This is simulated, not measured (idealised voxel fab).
The name of this process module is voxel wiring stack.
This is section cut - it's 165 nm across, gridded in 5 nm square cells.
A cross-section is a grid of square cells, given in bands from the top down. A band is one or more rows of cells.
Heights first: top, then bottom, in nm. Then materials, left to right, each with a width in nm. "everywhere" on a single material: fills the band edge to edge. "blank": empty space.
A quick word on heights: they are counted from 0, and under that level the wafer as it came to us is one material throughout. The lowest band is different from the rest in having no bottom; it simply continues downward, written as in "0 and below".
When a width is written as two numbers, as in "30..40", the first number is the width in the top row of cells of the band and the second is the width in its bottom row, and the width changes by the same amount from each row to the next.
"changes: none" (step): cross-section cells unchanged, all of them.
Basically, "Enclosed void listing" tells you about the enclosed voids: empty spaces with no open way to the top, 8 cells or bigger, each written width x height at distance, where distance is from the left edge, all in nm.
Text after the settings on a step's line: the simulator's own remark on that step.
overlay nm: step with mask; distance mask lay right of planned place; negative value = left of planned place.
Here's what the planned process steps look like:
1,RECEIVE (material Si)
2,CONFORMAL_DEP (material SiO2; thk nm 10)
3,DIRECTIONAL_DEP (material TiN; thk nm 5)
4,DIRECTIONAL_DEP (material W; thk nm 25)
5,DIRECTIONAL_DEP (material aC; thk nm 10)
6,PATTERN (tone cover; mask id METAL_1; material resist; width nm 20; pitch nm 35; thk nm 25; overlay nm 0)
7,DIRECTIONAL_ETCH (etch materials aC; depth nm 10)
8,STRIP (etch materials resist)
9,DIRECTIONAL_ETCH (etch materials W; depth nm 25)
10,DIRECTIONAL_ETCH (etch materials TiN; depth nm 5)
11,STRIP (etch materials aC)
12,CONFORMAL_DEP (material SiN; thk nm 5)
13,FILL_DEP (material lowk; thk nm 10)
14,CMP (height nm 40)
15,CONFORMAL_DEP (material SiCN; thk nm 5)
16,DIRECTIONAL_DEP (material SiO2; thk nm 15)
17,PATTERN (tone open; mask id PLUG_1; material resist; width nm 15; pitch nm 70; thk nm 15; overlay nm 0)
18,DIRECTIONAL_ETCH (etch materials SiO2; depth nm 15)
19,DIRECTIONAL_ETCH (etch materials SiCN; depth nm 5)
20,STRIP (etch materials resist)
21,CONFORMAL_DEP (material TiN; thk nm 5)
22,FILL_DEP (material Cu; thk nm 5)
23,CMP (height nm 60)
24,DIRECTIONAL_DEP (material TiN; thk nm 5)
25,DIRECTIONAL_DEP (material Ru; thk nm 25)
26,PATTERN (tone cover; mask id METAL_2; material resist; width nm 20; pitch nm 35; thk nm 20; overlay nm 0)
27,DIRECTIONAL_ETCH (etch materials Ru; depth nm 25)
28,DIRECTIONAL_ETCH (etch materials TiN; depth nm 5)
29,STRIP (etch materials resist)
30,FILL_DEP (material SiO2; thk nm 5)
31,CMP (height nm 90)
32,CONFORMAL_DEP (material SiN; thk nm 5)
Cross-section of the wafer upon arrival, representing the state reached after step 1:
> 0 and below: Si everywhere
> Enclosed void listing: none
Looking at the first of two wafers in cross-section at end of module - ran to plan:
> 95 down to 90: SiN everywhere
> 90 down to 65: SiO2 20 nm / Ru 20 nm / SiO2 15 nm / Ru 20 nm / SiO2 15 nm / Ru 20 nm / SiO2 15 nm / Ru 20 nm / SiO2 20 nm
> 65 down to 60: SiO2 20 nm / TiN 20 nm / SiO2 15 nm / TiN 20 nm / SiO2 15 nm / TiN 20 nm / SiO2 15 nm / TiN 20 nm / SiO2 20 nm
> 60 down to 45: SiO2 20 nm / TiN 5 nm / Cu 5 nm / TiN 5 nm / SiO2 55 nm / TiN 5 nm / Cu 5 nm / TiN 5 nm / SiO2 60 nm
> 45 down to 40: SiCN 20 nm / TiN 15 nm / SiCN 55 nm / TiN 15 nm / SiCN 60 nm
> 40 down to 15: lowk 15 nm / SiN 5 nm / W 20 nm / SiN 5 nm / lowk 5 nm / SiN 5 nm / W 20 nm / SiN 5 nm / lowk 5 nm / SiN 5 nm / W 20 nm / SiN 5 nm / lowk 5 nm / SiN 5 nm / W 20 nm / SiN 5 nm / lowk 15 nm
> 15 down to 10: SiN 20 nm / TiN 20 nm / SiN 15 nm / TiN 20 nm / SiN 15 nm / TiN 20 nm / SiN 15 nm / TiN 20 nm / SiN 20 nm
> 10 down to 0: SiO2 everywhere
> 0 and below: Si everywhere
> Enclosed void listing: none
Second wafer through the module, sectioned at the end: same beginning and same plan as the first wafer, with one mistake in carrying it out:
> 95 down to 90: SiN everywhere
> 90 down to 65: SiO2 20 nm / Ru 20 nm / SiO2 15 nm / Ru 20 nm / SiO2 15 nm / Ru 20 nm / SiO2 15 nm / Ru 20 nm / SiO2 20 nm
> 65 down to 60: SiO2 20 nm / TiN 20 nm / SiO2 15 nm / TiN 20 nm / SiO2 15 nm / TiN 20 nm / SiO2 15 nm / TiN 20 nm / SiO2 20 nm
> 60 down to 45: SiO2 30 nm / TiN 5 nm / Cu 5 nm / TiN 5 nm / SiO2 55 nm / TiN 5 nm / Cu 5 nm / TiN 5 nm / SiO2 50 nm
> 45 down to 40: SiCN 30 nm / TiN 15 nm / SiCN 55 nm / TiN 15 nm / SiCN 50 nm
> 40 down to 15: lowk 15 nm / SiN 5 nm / W 20 nm / SiN 5 nm / lowk 5 nm / SiN 5 nm / W 20 nm / SiN 5 nm / lowk 5 nm / SiN 5 nm / W 20 nm / SiN 5 nm / lowk 5 nm / SiN 5 nm / W 20 nm / SiN 5 nm / lowk 15 nm
> 15 down to 10: SiN 20 nm / TiN 20 nm / SiN 15 nm / TiN 20 nm / SiN 15 nm / TiN 20 nm / SiN 15 nm / TiN 20 nm / SiN 20 nm
> 10 down to 0: SiO2 everywhere
> 0 and below: Si everywhere
> Enclosed void listing: none
So what did we get wrong on this run? so step 17 ended up running with a different setting than we planned, it ran as PATTERN (tone open; mask id PLUG_1; material resist; width nm 15; pitch nm 70; thk nm 15; overlay nm 10)
In the final comparison it is observed that the number of cells assigned to each material is identical for the two wafers, whereas their placement is not.
